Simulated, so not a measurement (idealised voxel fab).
Process module heading - voxel double patterning
For reference, the cross-section in this document is cut, with width 150 nm and square cells of 5 nm.
Bands, listed from the top down, are how a cross-section gets written in this document; the cross-section itself is a grid of square cells, and a band is one or more rows of them.
This entry defines a band. It first specifies the height of the band's top and the height of its bottom in nm, and then specifies the band's materials from left to right, stating each material with its width in nm. The word "all across" identifies a single material that fills the band from edge to edge, while the word "empty" identifies empty space.
Heights are expressed relative to 0, this being the level below which the as-received wafer comprises one material exclusively. The lowest band is unbounded in the downward direction and is denoted as in "0..down".
A width such as "30..40" changes by the same amount from each row of cells to the next, from the band's top row to its bottom row.
Any step labelled "nothing different" changed none of the cells in the cross-section.
If an empty space has no open way to the top and is at least 8 cells in size, "Closed internal cavities" lists it, written width x height at distance, where distance is measured from the left edge and every value is in nm.
On a step's line, text after the settings is the simulator commenting on that step.
"overlay nm" answers the question of how far to the right of plan the mask lay on a step that has a mask, and when it is negative the answer is to the left.
THE PLANNED PROCESS STEPS ARE ENUMERATED HEREUNDER
| 1 | RECEIVE,material Si |
| 2 | CONFORMAL_DEP,material SiN,thk nm 5 |
| 3 | DIRECTIONAL_DEP,material SiO2,thk nm 15 |
| 4 | DIRECTIONAL_DEP,material SiCN,thk nm 10 |
| 5 | PATTERN,tone open,mask id FIRST,material resist,width nm 15,pitch nm 50,thk nm 20,overlay nm 0 |
| 6 | DIRECTIONAL_ETCH,etch materials SiCN,depth nm 10 |
| 7 | STRIP,etch materials resist |
| 8 | MASKED_ETCH,tone open,mask id SECOND,width nm 15,etch materials SiCN,depth nm 10,overlay nm 0 |
| 9 | DIRECTIONAL_ETCH,etch materials SiO2,depth nm 15 |
| 10 | STRIP,etch materials SiCN |
SHOWN IN CROSS-SECTION IS THE WAFER AS RECEIVED, THAT IS, AS IT STANDS AFTER STEP 1
- 0..down | Si all across
- Closed internal cavities: none
END-OF-MODULE CROSS-SECTION OF THE FIRST OF TWO WAFERS, PROCESSED AS PLANNED
- 20..5 | 40 SiO2, then 15 empty, then 10 SiO2, then 15 empty, then 10 SiO2, then 15 empty, then 45 SiO2
- 5..0 | SiN all across
- 0..down | Si all across
- Closed internal cavities: none
SECOND WAFER AT THE END: LIKE START, LIKE PLAN, ONE MISTAKE
- 20..15 | 40 SiO2, then 15 empty, then 10 SiO2, then 15 empty, then 10 SiO2, then 15 empty, then 45 SiO2
- 15..5 | SiO2 all across
- 5..0 | SiN all across
- 0..down | Si all across
- Closed internal cavities: none
Deviation from plan: not per plan at step 9, really ran DIRECTIONAL_ETCH,etch materials SiO2,depth nm 5
At the finish, the second wafer shows more or fewer cells for some materials than the first does: +18 SiO2
